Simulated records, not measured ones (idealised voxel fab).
This is a process module. Its name is voxel double patterning.
Section shown: cut. Width: 255 nm. Cell size: 5 nm, square.
Cross-section spec: square-cell grid; bands listed top down; each band is one or more rows. The band entry comprises the height of the band's top followed by the height of its bottom, expressed in nm, and subsequently the band's materials from left to right, each stated together with its width in nm. Where a single material is marked with the word "throughout", that material fills the band from edge to edge. The word "empty" represents empty space. Measure heights from 0. That's the level where, below it, the as-received wafer is all one material. The lowest band is bottomless and extends downward; write it as in "0 down". When a width is written as two numbers, as in "30->40", the first number is the width in the top row of cells of the band and the second is the width in its bottom row, and the width changes by the same amount from each row to the next. You'll sometimes find "remained the same" written for a step, and that's the way of saying that nowhere in the cross-section did a cell change during that step. What "Enclosed voids" gives you is every empty space of 8 cells or more that is cut off from the top. Each appears as width x height at distance, with the distance taken from the left edge and width, height and distance all in nm. It should be noted that, on the line of a given step, the content following the step's settings is a remark produced by the simulator itself with respect to that step. If you see "overlay nm" on a step's line and that step has a mask, it's telling you how far right of where it was planned the mask ended up; a negative number means it went left instead.
This section lists the process steps that were planned
step 1: RECEIVE with material Si
step 2: CONFORMAL_DEP with material SiO2, thk nm 5
step 3: DIRECTIONAL_DEP with material polySi, thk nm 10
step 4: DIRECTIONAL_DEP with material SiN, thk nm 5
step 5: PATTERN with tone open, mask id FIRST, material resist, width nm 15, pitch nm 50, thk nm 20, overlay nm 0
step 6: DIRECTIONAL_ETCH with etch materials SiN, depth nm 5
step 7: STRIP with etch materials resist
step 8: DIRECTIONAL_DEP with material aC, thk nm 10
step 9: PATTERN with tone open, mask id SECOND, material resist, width nm 15, pitch nm 50, thk nm 30, overlay nm 0
step 10: DIRECTIONAL_ETCH with etch materials aC, depth nm 10
step 11: STRIP with etch materials resist
step 12: DIRECTIONAL_ETCH with etch materials SiN, depth nm 5
step 13: STRIP with etch materials aC
step 14: DIRECTIONAL_ETCH with etch materials polySi, depth nm 10
step 15: STRIP with etch materials SiN
as received, after step 1
- 0 down: Si throughout
- Enclosed voids: none
End-of-module cross-section of the first of two wafers, processed as planned
- 15 to 5: polySi: 70, empty: 15, polySi: 10, empty: 15, polySi: 10, empty: 15, polySi: 10, empty: 15, polySi: 10, empty: 15, polySi: 70
- 5 to 0: SiO2 throughout
- 0 down: Si throughout
- Enclosed voids: none
Second wafer of the two, sectioned at the end of the module. It began like the first and followed the same plan, but one mistake was made while running it
- 15 to 5: polySi: 70, empty: 15, polySi: 10, empty: 15, polySi: 10, empty: 15, polySi: 10, empty: 15, polySi: 10, empty: 15, polySi: 70
- 5 to 0: aC throughout
- 0 down: Si throughout
- Enclosed voids: none
what went wrong: it should be noted that step 2 was executed with settings other than those planned, the operation and settings actually applied being CONFORMAL_DEP with material aC, thk nm 5
Wafer comparison, final, in cells, second relative to first, materials more or fewer: SiO2 -51 | aC +51
